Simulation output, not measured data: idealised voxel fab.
The process module presented herein is designated voxel wiring stack.
Cross-section cut: width 210 nm, square cells of 5 nm.
Heads up, the way a cross-section reads in here is a grid of square cells, handed over as bands from the top down, with every band being one or more rows of cells. The entry gives the band's vertical extent as a top height and a bottom height in nm, then its horizontal make-up as materials from left to right, each with a width in nm. "empty" stands for empty space; a single material marked "everywhere" fills the band edge to edge. It should be noted that heights are counted from 0, beneath which the wafer as supplied is of one material throughout, and that the lowest band possesses no lower boundary but continues downward, as written in "0 and below". Width: "30->40" (first number = top row, second number = bottom row, same change from row to row of cells). Key: "identical to before" - step with no changed cell in the cross-section. Any empty space of 8 cells or more lacking an open way to the top shows up in "Closed voids list" as width x height at distance, distance from the left edge, in nm. If you see something after the settings on a step's line, that's the simulator's own remark about that step. "overlay nm" on a masked step: distance the mask lay right of its planned place, negative for left.

### This section lists the process steps that were planned
| 1 | RECEIVE,material Si |
| 2 | CONFORMAL_DEP,material SiO2,thk nm 15 |
| 3 | DIRECTIONAL_DEP,material TiN,thk nm 5 |
| 4 | DIRECTIONAL_DEP,material Ru,thk nm 20 |
| 5 | MASKED_ETCH,tone cover,mask id METAL_1,width nm 30,pitch nm 60,etch materials Ru,depth nm 20,overlay nm 0 |
| 6 | MASKED_ETCH,tone cover,mask id METAL_1,width nm 30,pitch nm 60,etch materials TiN,depth nm 5,overlay nm 0 |
| 7 | CONFORMAL_DEP,material SiCN,thk nm 5 |
| 8 | FILL_DEP,material SiO2,thk nm 5 |
| 9 | CMP,height nm 40 |
| 10 | CONFORMAL_DEP,material SiCN,thk nm 5 |
| 11 | DIRECTIONAL_DEP,material SiO2,thk nm 10 |
| 12 | MASKED_ETCH,tone open,mask id PLUG_1,width nm 15,etch materials SiO2,depth nm 10,overlay nm 0 |
| 13 | MASKED_ETCH,tone open,mask id PLUG_1,width nm 15,etch materials SiCN,depth nm 5,overlay nm 0 |
| 14 | EPI,material Ru,thk nm 10 |
| 15 | EPI,material Ru,thk nm 5 |
| 16 | CONFORMAL_DEP,material SiN,thk nm 5 |
| 17 | DIRECTIONAL_DEP,material lowk,thk nm 20 |
| 18 | MASKED_ETCH,tone open,mask id METAL_2,width nm 30,pitch nm 60,etch materials lowk,depth nm 20,overlay nm 0 |
| 19 | MASKED_ETCH,tone open,mask id METAL_2,width nm 30,pitch nm 60,etch materials SiN,depth nm 5,overlay nm 0 |
| 20 | CONFORMAL_DEP,material TiN,thk nm 5 |
| 21 | FILL_DEP,material Cu,thk nm 10 |
| 22 | CMP,height nm 80 |
| 23 | EPI,material Ru,thk nm 5 |
| 24 | FILL_DEP,material SiCN,thk nm 5 |

### Here's what the wafer looked like in cross-section when it arrived - that's after step 1
	0 and below | Si everywhere
	Closed voids list: none

### What the wafer looks like in cross-section after this module, when it starts as shown above and follows the plan above but one mistake is made in running it
	90 down to 85 | SiCN everywhere
	85 down to 80 | SiCN=55 | Ru=40 | SiCN=20 | Ru=40 | SiCN=55
	80 down to 70 | lowk=60 | TiN=5 | Cu=20 | TiN=5 | lowk=30 | TiN=5 | Cu=20 | TiN=5 | lowk=60
	70 down to 65 | lowk=45 | SiN=15 | TiN=30 | lowk=30 | TiN=5 | Cu=20 | TiN=5 | lowk=60
	65 down to 60 | lowk=45 | SiN=5 | Ru=35 | SiN=5 | lowk=30 | TiN=5 | Cu=20 | TiN=5 | lowk=60
	60 down to 55 | SiN=50 | Ru=35 | SiN=35 | TiN=30 | SiN=60
	55 down to 45 | SiO2=60 | Ru=15 | SiO2=135
	45 down to 40 | SiCN=60 | Ru=15 | SiCN=135
	40 down to 20 | SiO2=55 | SiCN=5 | Ru=30 | SiCN=5 | SiO2=20 | SiCN=5 | Ru=30 | SiCN=5 | SiO2=55
	20 down to 15 | SiCN=60 | TiN=30 | SiCN=30 | TiN=30 | SiCN=60
	15 down to 0 | SiO2 everywhere
	0 and below | Si everywhere
	Closed voids list: none
Heads up, the wafer didn't run the way we planned it: the plan had its step 14 run twice
